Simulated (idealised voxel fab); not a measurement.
process module | voxel fin reveal
cross-section cut | 185 nm wide | cells 5 nm
A cross-section is a grid of square cells, given in bands from the top down. A band is one or more rows of cells.
Each band's line starts with the height of the band's top and of its bottom, in nm. Then come its materials from left to right, each with its width in nm. One material with "throughout" fills the band from edge to edge. "air" is empty space.
Height 0 is the level under which the wafer as received is all one material. The lowest band goes on downwards, as in "0 down".
A width such as "30 to 40" changes by the same amount from each row of cells to the next, from the band's top row to its bottom row.
"no change" after a step means that no cell of the cross-section changed.
closed voids: empty space of 8 cells or more with no open way to the top, each as width x height at its distance from the left edge, in nm
after a step's settings: what the simulator itself notes on the step
overlay nm, on a step with a mask: how far to the right of its planned place the mask lay; to the left if negative
plan
1 op RECEIVE | material Si
2 op CONFORMAL_DEP | material SiN | thk nm 10
3 op PATTERN | tone cover | mask id FINS | material resist | width nm 15 | pitch nm 40 | thk nm 20 | overlay nm 0
4 op DIRECTIONAL_ETCH | etch materials SiN | depth nm 10
5 op DIRECTIONAL_ETCH | etch materials Si | depth nm 35
6 op STRIP | etch materials resist
7 op OXIDIZE | depth nm 5
8 op FILL_DEP | material SiO2 | thk nm 10
9 op CMP | height nm 10
10 op SELECTIVE_ETCH | etch materials SiO2 | depth nm 30
11 op STRIP | etch materials SiN
12 op CONFORMAL_DEP | material HfO2 | thk nm 5
first wafer, as planned
as received, after step 1
  0 down: Si throughout
  closed voids: none
after step 2
  10 to 0: SiN throughout
  below 0: unchanged
after step 3
  30 to 10: air 65 | resist 15 | air 25 | resist 15 | air 65
  below 10: unchanged
after step 4
  30 to 10: air 65 | resist 15 | air 25 | resist 15 | air 65
  10 to 0: air 65 | SiN 15 | air 25 | SiN 15 | air 65
  below 0: unchanged
after step 5
  30 to 10: air 65 | resist 15 | air 25 | resist 15 | air 65
  10 to 0: air 65 | SiN 15 | air 25 | SiN 15 | air 65
  0 to -35: air 65 | Si 15 | air 25 | Si 15 | air 65
  below -35: unchanged
after step 6
  10 to 0: air 65 | SiN 15 | air 25 | SiN 15 | air 65
  below 0: unchanged
after step 7
  10 to 0: air 65 | SiN 15 | air 25 | SiN 15 | air 65
  0 to -35: air 65 | SiO2 5 | Si 5 | SiO2 5 | air 25 | SiO2 5 | Si 5 | SiO2 5 | air 65
  -35 to -40: SiO2 70 | Si 5 | SiO2 35 | Si 5 | SiO2 70
  below -40: unchanged
after step 8
  20 to 10: SiO2 throughout
  10 to 0: SiO2 65 | SiN 15 | SiO2 25 | SiN 15 | SiO2 65
  0 to -40: SiO2 70 | Si 5 | SiO2 35 | Si 5 | SiO2 70
  below -40: unchanged
after step 9
  10 to 0: SiO2 65 | SiN 15 | SiO2 25 | SiN 15 | SiO2 65
  below 0: unchanged
after step 10
  10 to 0: air 65 | SiN 15 | air 25 | SiN 15 | air 65
  0 to -20: air 70 | Si 5 | air 35 | Si 5 | air 70
  below -20: unchanged
after step 11
  0 to -20: air 70 | Si 5 | air 35 | Si 5 | air 70
  below -20: unchanged
after step 12
  5 to 0: air 65 | HfO2 15 | air 25 | HfO2 15 | air 65
  0 to -15: air 65 | HfO2 5 | Si 5 | HfO2 5 | air 25 | HfO2 5 | Si 5 | HfO2 5 | air 65
  -15 to -20: HfO2 70 | Si 5 | HfO2 35 | Si 5 | HfO2 70
  below -20: unchanged
second wafer: like start, like plan, one mistake. Through step 2 it matches the first wafer
when step 3 should have ended
  30 to 10: air 65 | resist 20 | air 20 | resist 20 | air 60
  below 10: unchanged
when step 4 should have ended
  30 to 10: air 65 | resist 20 | air 20 | resist 20 | air 60
  10 to 0: air 65 | SiN 20 | air 20 | SiN 20 | air 60
  below 0: unchanged
when step 5 should have ended
  30 to 10: air 65 | resist 20 | air 20 | resist 20 | air 60
  10 to 0: air 65 | SiN 20 | air 20 | SiN 20 | air 60
  0 to -35: air 65 | Si 20 | air 20 | Si 20 | air 60
  below -35: unchanged
when step 6 should have ended
  10 to 0: air 65 | SiN 20 | air 20 | SiN 20 | air 60
  below 0: unchanged
when step 7 should have ended
  10 to 0: air 65 | SiN 20 | air 20 | SiN 20 | air 60
  0 to -35: air 65 | SiO2 5 | Si 10 | SiO2 5 | air 20 | SiO2 5 | Si 10 | SiO2 5 | air 60
  -35 to -40: SiO2 70 | Si 10 | SiO2 30 | Si 10 | SiO2 65
  below -40: unchanged
when step 8 should have ended
  20 to 10: SiO2 throughout
  10 to 0: SiO2 65 | SiN 20 | SiO2 20 | SiN 20 | SiO2 60
  0 to -40: SiO2 70 | Si 10 | SiO2 30 | Si 10 | SiO2 65
  below -40: unchanged
when step 9 should have ended
  10 to 0: SiO2 65 | SiN 20 | SiO2 20 | SiN 20 | SiO2 60
  below 0: unchanged
when step 10 should have ended
  10 to 0: air 65 | SiN 20 | air 20 | SiN 20 | air 60
  0 to -20: air 70 | Si 10 | air 30 | Si 10 | air 65
  below -20: unchanged
when step 11 should have ended
  0 to -20: air 70 | Si 10 | air 30 | Si 10 | air 65
  below -20: unchanged
when step 12 should have ended
  5 to 0: air 65 | HfO2 20 | air 20 | HfO2 20 | air 60
  0 to -15: air 65 | HfO2 5 | Si 10 | HfO2 5 | air 20 | HfO2 5 | Si 10 | HfO2 5 | air 60
  -15 to -20: HfO2 70 | Si 10 | HfO2 30 | Si 10 | HfO2 65
  below -20: unchanged
what went wrong: step 3 ran as: op PATTERN | tone cover | mask id FINS | material resist | width nm 20 | pitch nm 40 | thk nm 20 | overlay nm 0
at the end the second wafer has, in cells: 16 more of Si | 8 fewer of SiO2
